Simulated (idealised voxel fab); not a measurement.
process module | voxel double patterning
cross-section cut | 200 nm wide | cells 5 nm
A cross-section is a grid of square cells, given in bands from the top down. A band is one or more rows of cells.
Each band's line starts with the height of the band's top and of its bottom, in nm. Then come its materials from left to right, each with its width in nm. One material with "throughout" fills the band from edge to edge. "air" is empty space.
Height 0 is the level under which the wafer as received is all one material. The lowest band goes on downwards, as in "0 down".
A width such as "30 to 40" changes by the same amount from each row of cells to the next, from the band's top row to its bottom row.
"no change" after a step means that no cell of the cross-section changed.
closed voids: empty space of 8 cells or more with no open way to the top, each as width x height at its distance from the left edge, in nm
after a step's settings: what the simulator itself notes on the step
overlay nm, on a step with a mask: how far to the right of its planned place the mask lay; to the left if negative
plan
1 op RECEIVE | material Si
2 op CONFORMAL_DEP | material SiO2 | thk nm 10
3 op DIRECTIONAL_DEP | material W | thk nm 10
4 op DIRECTIONAL_DEP | material SiN | thk nm 10
5 op MASKED_ETCH | tone open | mask id FIRST | width nm 15 | pitch nm 50 | etch materials SiN | depth nm 10 | overlay nm 0
6 op MASKED_ETCH | tone open | mask id SECOND | width nm 15 | etch materials SiN | depth nm 10 | overlay nm 0
7 op DIRECTIONAL_ETCH | etch materials W | depth nm 10
8 op STRIP | etch materials SiN
first wafer, as planned
as received, after step 1
  0 down: Si throughout
  closed voids: none
after step 2
  10 to 0: SiO2 throughout
  below 0: unchanged
after step 3
  20 to 10: W throughout
  below 10: unchanged
after step 4
  30 to 20: SiN throughout
  below 20: unchanged
after step 5
  30 to 20: SiN 65 | air 15 | SiN 35 | air 15 | SiN 70
  below 20: unchanged
after step 6
  30 to 20: SiN 65 | air 15 | SiN 10 | air 15 | SiN 10 | air 15 | SiN 70
  below 20: unchanged
after step 7
  30 to 20: SiN 65 | air 15 | SiN 10 | air 15 | SiN 10 | air 15 | SiN 70
  20 to 10: W 65 | air 15 | W 10 | air 15 | W 10 | air 15 | W 70
  below 10: unchanged
after step 8
  20 to 10: W 65 | air 15 | W 10 | air 15 | W 10 | air 15 | W 70
  below 10: unchanged
second wafer: like start, like plan, one mistake. Through step 4 it matches the first wafer
when step 5 should have ended
  30 to 20: SiN 65 | air 15 | SiN 35 | air 15 | SiN 70
  below 20: unchanged
when step 6 should have ended
  30 to 20: SiN 65 | air 15 | SiN 10 | air 15 | SiN 10 | air 15 | SiN 70
  below 20: unchanged
when step 7 should have ended
  30 to 20: SiN 65 | air 15 | SiN 10 | air 15 | SiN 10 | air 15 | SiN 70
  20 to 10: W 65 | air 15 | W 10 | air 15 | W 10 | air 15 | W 70
  below 10: unchanged
when step 8 should have ended
  20 to 10: W 65 | air 15 | W 10 | air 15 | W 10 | air 15 | W 70
  below 10: unchanged
what went wrong: step 5 was run twice
at the end the two cross-sections are the same: no effect in what this model computes
